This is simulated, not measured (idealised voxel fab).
Process module name: voxel ribs on slabs
Pictured: cross-section cut, 225 nm wide, on a grid of 5 nm square cells.
Cross-section = grid of square cells, listed top down in bands; band = one or more rows.
Quick guide to a band line: top height, bottom height (nm) up front; then every material left to right with its width in nm. Only one material and it's marked "everywhere"? Then it fills the band edge to edge. And "blank" just means empty space.
Basically, 0 is our baseline, since under it the wafer straight out of the box is all one material. The bottom band has no lower end and keeps on going down, so it looks like "0 -> down".
Top row gets the first number, bottom row gets the second, and each row in between changes by the same step: that is how a band width like "30..40" works.
"stayed the same", as given for a step, is the statement that not any cell of the cross-section underwent a change during that step.
Reported under the label "Cavities, sealed" are the empty spaces having no open way to the top and comprising 8 cells or more; the notation for each is width x height at distance, in which the distance is measured from the left edge and all three values are in nm.
Formally, on a step line, whatever follows the settings is a remark that the simulator itself makes on the step.
A step line may carry the setting "overlay nm", which, for steps involving a mask, states the distance by which the mask lay to the right of its intended position; negative values denote displacement to the left.
This section lists the process steps that were planned
1. RECEIVE with material Si
2. DIRECTIONAL_DEP with material SiO2, thk nm 20
3. DIRECTIONAL_DEP with material SiN, thk nm 15
4. PATTERN with tone cover, mask id RIB, material resist, width nm 15, thk nm 20, overlay nm 0
5. DIRECTIONAL_ETCH with etch materials SiN, depth nm 10
6. STRIP with etch materials resist
7. PATTERN with tone cover, mask id SLAB, material resist, width nm 65, thk nm 20, overlay nm 0
8. DIRECTIONAL_ETCH with etch materials SiN, depth nm 5
9. STRIP with etch materials resist
10. FILL_DEP with material SiO2, thk nm 20
11. CMP with height nm 50
12. DIRECTIONAL_DEP with material TiN, thk nm 10
13. PATTERN with tone cover, mask id HEATER, material resist, width nm 25, thk nm 15, overlay nm 0
14. DIRECTIONAL_ETCH with etch materials TiN, depth nm 10
15. STRIP with etch materials resist
16. CONFORMAL_DEP with material SiN, thk nm 10
Cross-sectional view of the wafer in its as-received condition, corresponding to the state after step 1
0 -> down  Si everywhere
Cavities, sealed: none
The cross-section shown corresponds to the wafer at the conclusion of the module. The initial structure and the process plan are those presented above; however, one mistake occurred in executing the plan
70 -> 60  blank=90 / SiN=45 / blank=90
60 -> 50  SiN=100 / TiN=25 / SiN=100
50 -> 35  SiO2 everywhere
35 -> 25  SiO2=105 / SiN=15 / SiO2=105
25 -> 20  SiO2=80 / SiN=70 / SiO2=75
20 -> 0  SiO2 everywhere
0 -> down  Si everywhere
Cavities, sealed: none
What was done differently from what was planned? note that step 7 departed from the planned setting and was carried out as PATTERN with tone cover, mask id SLAB, material resist, width nm 70, thk nm 20, overlay nm 0
